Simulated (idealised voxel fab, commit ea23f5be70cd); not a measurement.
This is a process module. Its name is voxel local oxidation.
cross-section cut | 235 nm wide | cells 5 nm
Format of a cross-section: grid, square cells. Given as bands. Order: top down. Band: one or more rows of cells.
Basically the band line says how high the top is and how high the bottom is, in nm, and then what's in it from left to right, every material with its width in nm. Empty space shows up as "blank", and if a single material carries "throughout" it runs the full band edge to edge.
Ref level 0: as-received wafer is one material below here. Bottom band extends down with no lower bound ("0 down").
Width "30..40": first value at the band's top row of cells, second value at its bottom row, equal change from row to row.
It should be understood that the words "identical to before", when stated for a given step, signify that the cross-section underwent no change in any of its cells during that step.
Reported under the label "Trapped voids" are the empty spaces having no open way to the top and comprising 8 cells or more; the notation for each is width x height at distance, in which the distance is measured from the left edge and all three values are in nm.
Post-settings text on a step line: simulator's own remark regarding the step.
overlay nm: right-of-plan distance of the mask on a masked step; negative values mean left-of-plan.

List of planned process steps
step 1: RECEIVE with material Si
step 2: OXIDIZE with depth nm 5
step 3: CONFORMAL_DEP with material SiN, thk nm 15
step 4: PATTERN with tone cover, mask id ACTIVE, material resist, width nm 130, thk nm 20, overlay nm 0
step 5: DIRECTIONAL_ETCH with etch materials SiN, depth nm 15
step 6: STRIP with etch materials resist
step 7: SELECTIVE_ETCH with etch materials SiO2, depth nm 5
step 8: OXIDIZE with depth nm 10
step 9: STRIP with etch materials SiN

Of two wafers, the first: run according to plan

Wafer cross-section on receipt, i.e. after step 1
0 down  Si throughout
Trapped voids: none

How the wafer stands in section after step 2
0 to -5  SiO2 throughout
Below a height of -5, the structure has not been altered.

How the wafer stands in section after step 3
15 to 0  SiN throughout
Below a height of 0, the structure has not been altered.

How the wafer stands in section after step 4
35 to 15  50 nm blank  130 nm resist  55 nm blank
Below a height of 15, the structure has not been altered.

How the wafer stands in section after step 5
35 to 15  50 nm blank  130 nm resist  55 nm blank
15 to 0  50 nm blank  130 nm SiN  55 nm blank
Below a height of 0, the structure has not been altered.

How the wafer stands in section after step 6
15 to 0  50 nm blank  130 nm SiN  55 nm blank
Below a height of 0, the structure has not been altered.

How the wafer stands in section after step 7
15 to 0  50 nm blank  130 nm SiN  55 nm blank
0 to -5  55 nm blank  120 nm SiO2  60 nm blank
Below a height of -5, the structure has not been altered.

How the wafer stands in section after step 8
15 to 0  50 nm blank  130 nm SiN  55 nm blank
0 to -5  55 nm blank  120 nm SiO2  60 nm blank
-5 to -15  65 nm SiO2  100 nm Si  70 nm SiO2
Below a height of -15, the structure has not been altered.

How the wafer stands in section after step 9
0 to -5  55 nm blank  120 nm SiO2  60 nm blank
Below a height of -5, the structure has not been altered.

Wafer two: like wafer one in start and plan, but with one mistake in execution; identical up to and including step 3

What the second wafer looks like in cross-section when step 4 should have wrapped up
35 to 15  50 nm blank  135 nm resist  50 nm blank
Below a height of 15, the structure has not been altered.

What the second wafer looks like in cross-section when step 5 should have wrapped up
35 to 15  50 nm blank  135 nm resist  50 nm blank
15 to 0  50 nm blank  135 nm SiN  50 nm blank
Below a height of 0, the structure has not been altered.

What the second wafer looks like in cross-section when step 6 should have wrapped up
15 to 0  50 nm blank  135 nm SiN  50 nm blank
Below a height of 0, the structure has not been altered.

What the second wafer looks like in cross-section when step 7 should have wrapped up
15 to 0  50 nm blank  135 nm SiN  50 nm blank
0 to -5  55 nm blank  125 nm SiO2  55 nm blank
Below a height of -5, the structure has not been altered.

What the second wafer looks like in cross-section when step 8 should have wrapped up
15 to 0  50 nm blank  135 nm SiN  50 nm blank
0 to -5  55 nm blank  125 nm SiO2  55 nm blank
-5 to -15  65 nm SiO2  105 nm Si  65 nm SiO2
Below a height of -15, the structure has not been altered.

What the second wafer looks like in cross-section when step 9 should have wrapped up
0 to -5  55 nm blank  125 nm SiO2  55 nm blank
Below a height of -5, the structure has not been altered.
Misprocessing identified: off-plan run, step 4, actual operation and settings PATTERN with tone cover, mask id ACTIVE, material resist, width nm 135, thk nm 20, overlay nm 0
Materials where the second wafer ends with more or fewer cells than the first: 2 more of Si, 1 fewer of SiO2
